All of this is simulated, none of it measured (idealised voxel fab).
process module | voxel local oxidation
cross-section cut | 190 nm wide | cells 5 nm
A cross-section is a grid of square cells, given in bands from the top down. A band is one or more rows of cells.
Each band's line starts with the height of the band's top and of its bottom, in nm. Then come its materials from left to right, each with its width in nm. One material with "throughout" fills the band from edge to edge. "air" is empty space.
Height 0 is the level under which the wafer as received is all one material. The lowest band goes on downwards, as in "0 down".
A width such as "30 to 40" changes by the same amount from each row of cells to the next, from the band's top row to its bottom row.
"no change" after a step means that no cell of the cross-section changed.
closed voids: empty space of 8 cells or more with no open way to the top, each as width x height at its distance from the left edge, in nm
after a step's settings: what the simulator itself notes on the step
overlay nm, on a step with a mask: how far to the right of its planned place the mask lay; to the left if negative
plan
1 op RECEIVE | material Si
2 op CONFORMAL_DEP | material SiO2 | thk nm 5
3 op CONFORMAL_DEP | material SiN | thk nm 15
4 op MASKED_ETCH | tone cover | mask id ACTIVE | width nm 105 | etch materials SiN | depth nm 15 | overlay nm 0
5 op SELECTIVE_ETCH | etch materials SiO2 | depth nm 5
6 op OXIDIZE | depth nm 10
7 op STRIP | etch materials SiN
as received, after step 1
  0 down: Si throughout
  closed voids: none
first wafer at the end, as planned
  5 to 0: air 45 | SiO2 95 | air 50
  0 to -10: SiO2 55 | Si 75 | SiO2 60
  -10 down: Si throughout
  closed voids: none
second wafer at the end: like start, like plan, one mistake
  15 to 0: SiO2 throughout
  0 down: Si throughout
  closed voids: none
what went wrong: step 3 ran as: op CONFORMAL_DEP | material SiO2 | thk nm 15
at the end the second wafer has, in cells: 46 more of Si | 49 more of SiO2
